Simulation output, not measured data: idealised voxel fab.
The following process module bears the name voxel quadruple lines.
Xsec cut, 285 nm wide, square cell size 5 nm.
Cross-sections here: square-cell grids, written as top-down lists of bands, a band being one or more rows of cells. Look at the band entry: it leads with the top's height and the bottom's height in nm. Then it lists the materials left to right, with a width in nm for each. The word "all across" on a single material says that material fills the band edge to edge. The word "air" is empty space. Heights are expressed relative to 0, this being the level below which the as-received wafer comprises one material exclusively. The lowest band is unbounded in the downward direction and is denoted as in "0 -> down". Think of "30..40" as a width that walks from the first number to the second as you go down the band, top row to bottom row, taking equal-sized steps from row to row. Where a step carries "nothing got changed", the cross-section came out of it unchanged, cell for cell. What "Enclosed void catalog" gives you is every empty space of 8 cells or more that is cut off from the top. Each appears as width x height at distance, with the distance taken from the left edge and width, height and distance all in nm. Heads up: the bit after the settings on a step's line is the simulator's remark on that step. overlay nm, on a step with a mask: how far to the right of its planned place the mask lay; to the left if negative.

The following list gives the planned process steps
1) RECEIVE,material Si
2) CONFORMAL_DEP,material Al2O3,thk nm 5
3) DIRECTIONAL_DEP,material W,thk nm 15
4) DIRECTIONAL_DEP,material polySi,thk nm 20
5) DIRECTIONAL_DEP,material aC,thk nm 25
6) PATTERN,tone cover,mask id MANDREL,material resist,width nm 30,thk nm 30,overlay nm 0
7) DIRECTIONAL_ETCH,etch materials aC,depth nm 25
8) STRIP,etch materials resist
9) CONFORMAL_DEP,material SiO2,thk nm 10
10) DIRECTIONAL_ETCH,etch materials SiO2,depth nm 10
11) STRIP,etch materials aC
12) DIRECTIONAL_ETCH,etch materials polySi,depth nm 20
13) STRIP,etch materials SiO2
14) CONFORMAL_DEP,material SiN,thk nm 10
15) DIRECTIONAL_ETCH,etch materials SiN,depth nm 10
16) STRIP,etch materials polySi
17) DIRECTIONAL_ETCH,etch materials W,depth nm 15
18) STRIP,etch materials SiN
19) FILL_DEP,material lowk,thk nm 5
20) CMP,height nm 20

As received, after step 1
  0 -> down: Si all across
  Enclosed void catalog: none

The first of the two wafers as seen in cross-section once the module was finished; processing followed the plan
  20 -> 5: lowk 105 nm, W 10 nm, lowk 10 nm, W 10 nm, lowk 10 nm, W 10 nm, lowk 10 nm, W 10 nm, lowk 110 nm
  5 -> 0: Al2O3 all across
  0 -> down: Si all across
  Enclosed void catalog: none

Wafer two (of two), end-of-module cross-section: start = wafer one, plan = wafer one, one run mistake
  20 -> 5: lowk 100 nm, W 10 nm, lowk 10 nm, W 10 nm, lowk 10 nm, W 10 nm, lowk 10 nm, W 10 nm, lowk 115 nm
  5 -> 0: Al2O3 all across
  0 -> down: Si all across
  Enclosed void catalog: none
Deviation noted in wafer processing: step 6 ran as: PATTERN,tone cover,mask id MANDREL,material resist,width nm 30,thk nm 30,overlay nm -5
Same inventory, different map: at the end, the second wafer holds as many cells of each material as the first, placed elsewhere.
